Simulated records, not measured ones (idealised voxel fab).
process module | voxel lift off
cross-section cut | 175 nm wide | cells 5 nm
A cross-section is a grid of square cells, given in bands from the top down. A band is one or more rows of cells.
Each band's line starts with the height of the band's top and of its bottom, in nm. Then come its materials from left to right, each with its width in nm. One material with "throughout" fills the band from edge to edge. "air" is empty space.
Height 0 is the level under which the wafer as received is all one material. The lowest band goes on downwards, as in "0 down".
A width such as "30 to 40" changes by the same amount from each row of cells to the next, from the band's top row to its bottom row.
"no change" after a step means that no cell of the cross-section changed.
closed voids: empty space of 8 cells or more with no open way to the top, each as width x height at its distance from the left edge, in nm
after a step's settings: what the simulator itself notes on the step
overlay nm, on a step with a mask: how far to the right of its planned place the mask lay; to the left if negative
plan
1 op RECEIVE | material Si
2 op CONFORMAL_DEP | material SiO2 | thk nm 5
3 op PATTERN | tone open | mask id LINES | material resist | width nm 15 | pitch nm 40 | thk nm 20 | overlay nm 0
4 op DIRECTIONAL_DEP | material Ru | thk nm 5
5 op STRIP | etch materials resist
6 op CONFORMAL_DEP | material SiO2 | thk nm 10
first wafer, as planned
as received, after step 1
  0 down: Si throughout
  closed voids: none
after step 2
  5 to 0: SiO2 throughout
  below 0: unchanged
after step 3
  25 to 5: resist 20 | air 15 | resist 25 | air 15 | resist 25 | air 15 | resist 25 | air 15 | resist 20
  below 5: unchanged
after step 4
  30 to 25: Ru 20 | air 15 | Ru 25 | air 15 | Ru 25 | air 15 | Ru 25 | air 15 | Ru 20
  25 to 10: resist 20 | air 15 | resist 25 | air 15 | resist 25 | air 15 | resist 25 | air 15 | resist 20
  10 to 5: resist 20 | Ru 15 | resist 25 | Ru 15 | resist 25 | Ru 15 | resist 25 | Ru 15 | resist 20
  below 5: unchanged
after step 5
  10 to 5: air 20 | Ru 15 | air 25 | Ru 15 | air 25 | Ru 15 | air 25 | Ru 15 | air 20
  below 5: unchanged
after step 6
  20 to 15: air 10 | SiO2 35 | air 5 | SiO2 35 | air 5 | SiO2 35 | air 5 | SiO2 35 | air 10
  15 to 10: SiO2 throughout
  10 to 5: SiO2 20 | Ru 15 | SiO2 25 | Ru 15 | SiO2 25 | Ru 15 | SiO2 25 | Ru 15 | SiO2 20
  below 5: unchanged
second wafer: like start, like plan, one mistake. Through step 1 it matches the first wafer
when step 2 should have ended: no change
when step 3 should have ended
  20 to 0: resist 20 | air 15 | resist 25 | air 15 | resist 25 | air 15 | resist 25 | air 15 | resist 20
  below 0: unchanged
when step 4 should have ended
  25 to 20: Ru 20 | air 15 | Ru 25 | air 15 | Ru 25 | air 15 | Ru 25 | air 15 | Ru 20
  20 to 5: resist 20 | air 15 | resist 25 | air 15 | resist 25 | air 15 | resist 25 | air 15 | resist 20
  5 to 0: resist 20 | Ru 15 | resist 25 | Ru 15 | resist 25 | Ru 15 | resist 25 | Ru 15 | resist 20
  below 0: unchanged
when step 5 should have ended
  5 to 0: air 20 | Ru 15 | air 25 | Ru 15 | air 25 | Ru 15 | air 25 | Ru 15 | air 20
  below 0: unchanged
when step 6 should have ended
  15 to 10: air 10 | SiO2 35 | air 5 | SiO2 35 | air 5 | SiO2 35 | air 5 | SiO2 35 | air 10
  10 to 5: SiO2 throughout
  5 to 0: SiO2 20 | Ru 15 | SiO2 25 | Ru 15 | SiO2 25 | Ru 15 | SiO2 25 | Ru 15 | SiO2 20
  below 0: unchanged
what went wrong: step 2 was left out
at the end the second wafer has, in cells: 35 fewer of SiO2
